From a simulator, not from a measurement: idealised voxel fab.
voxel gate over fins: a process module
Displayed cross-section: cut, width of 295 nm, square cells sized 5 nm.
Just so we're on the same page, the cross-sections are grids of square cells, and they're listed out in bands top to bottom, each band one or more rows deep. Top, bottom (nm), then materials left to right with widths (nm); lone material tagged "edge to edge" fills the whole band edge to edge; "blank" = empty space. Convention: height 0 is the level below which the wafer, as received, is all one material. The lowest band does not terminate at the bottom but continues downward, represented as "from 0 down". Quick explanation for "30..40": the width changes in equal steps down the rows of cells, from the first number in the band's top row to the second number in its bottom row. Basically "all unchanged" means that step didn't change any cell in the cross-section. What "Voids, sealed" gives you is every empty space of 8 cells or more that is cut off from the top. Each appears as width x height at distance, with the distance taken from the left edge and width, height and distance all in nm. Past the settings on a step's line: simulator remark, on that step. The "overlay nm" setting may appear on a step's line; for a step that uses a mask, it gives how far to the right of its planned position the mask lay, and a negative value indicates the left.

**So here's the lineup of process steps we planned**
1: op RECEIVE | material Si
2: op CONFORMAL_DEP | material SiN | thk nm 5
3: op MASKED_ETCH | tone cover | mask id FINS | width nm 15 | pitch nm 40 | etch materials SiN | depth nm 5 | overlay nm 0
4: op MASKED_ETCH | tone cover | mask id FINS | width nm 15 | pitch nm 40 | etch materials Si | depth nm 35 | overlay nm 0
5: op FILL_DEP | material SiO2 | thk nm 5
6: op CMP | height nm 5
7: op SELECTIVE_ETCH | etch materials SiO2 | depth nm 20
8: op STRIP | etch materials SiN
9: op CONFORMAL_DEP | material HfO2 | thk nm 5
10: op CONFORMAL_DEP | material TiN | thk nm 5
11: op FILL_DEP | material W | thk nm 15
12: op CMP | height nm 20
13: op CONFORMAL_DEP | material SiN | thk nm 5

**Incoming wafer in cross-section (state: after step 1)**
	from 0 down = Si edge to edge
	Voids, sealed: none

**The first of the two wafers as seen in cross-section once the module was finished; processing followed the plan**
	from 25 to 20 = SiN edge to edge
	from 20 to 10 = W edge to edge
	from 10 to 5 = W 70 nm | TiN 35 nm | W 5 nm | TiN 35 nm | W 5 nm | TiN 35 nm | W 5 nm | TiN 35 nm | W 70 nm
	from 5 to 0 = W 70 nm | TiN 5 nm | HfO2 25 nm | TiN 5 nm | W 5 nm | TiN 5 nm | HfO2 25 nm | TiN 5 nm | W 5 nm | TiN 5 nm | HfO2 25 nm | TiN 5 nm | W 5 nm | TiN 5 nm | HfO2 25 nm | TiN 5 nm | W 70 nm
	from 0 to -5 = W 70 nm | TiN 5 nm | HfO2 5 nm | Si 15 nm | HfO2 5 nm | TiN 5 nm | W 5 nm | TiN 5 nm | HfO2 5 nm | Si 15 nm | HfO2 5 nm | TiN 5 nm | W 5 nm | TiN 5 nm | HfO2 5 nm | Si 15 nm | HfO2 5 nm | TiN 5 nm | W 5 nm | TiN 5 nm | HfO2 5 nm | Si 15 nm | HfO2 5 nm | TiN 5 nm | W 70 nm
	from -5 to -10 = TiN 75 nm | HfO2 5 nm | Si 15 nm | HfO2 5 nm | TiN 15 nm | HfO2 5 nm | Si 15 nm | HfO2 5 nm | TiN 15 nm | HfO2 5 nm | Si 15 nm | HfO2 5 nm | TiN 15 nm | HfO2 5 nm | Si 15 nm | HfO2 5 nm | TiN 75 nm
	from -10 to -15 = HfO2 80 nm | Si 15 nm | HfO2 25 nm | Si 15 nm | HfO2 25 nm | Si 15 nm | HfO2 25 nm | Si 15 nm | HfO2 80 nm
	from -15 to -35 = SiO2 80 nm | Si 15 nm | SiO2 25 nm | Si 15 nm | SiO2 25 nm | Si 15 nm | SiO2 25 nm | Si 15 nm | SiO2 80 nm
	from -35 down = Si edge to edge
	Voids, sealed: none

**Here's the second of our two wafers sectioned at module end. Same start as the first, same plan, but one mistake got made running it**
	from 25 to 20 = SiN edge to edge
	from 20 to 15 = W 60 nm | TiN 175 nm | W 60 nm
	from 15 to 5 = W 60 nm | TiN 5 nm | HfO2 165 nm | TiN 5 nm | W 60 nm
	from 5 to 0 = TiN 65 nm | HfO2 165 nm | TiN 65 nm
	from 0 to -15 = HfO2 80 nm | Si 15 nm | HfO2 25 nm | Si 15 nm | HfO2 25 nm | Si 15 nm | HfO2 25 nm | Si 15 nm | HfO2 80 nm
	from -15 to -35 = SiO2 80 nm | Si 15 nm | SiO2 25 nm | Si 15 nm | SiO2 25 nm | Si 15 nm | SiO2 25 nm | Si 15 nm | SiO2 80 nm
	from -35 down = Si edge to edge
	Voids, sealed: none
Error vs. plan: it should be noted that step 9 was executed with settings other than those planned, the operation and settings actually applied being op CONFORMAL_DEP | material HfO2 | thk nm 15
The final cell counts differ between the wafers, with the second having more or fewer of some materials than the first: 157 more of HfO2 | 18 fewer of TiN | 139 fewer of W
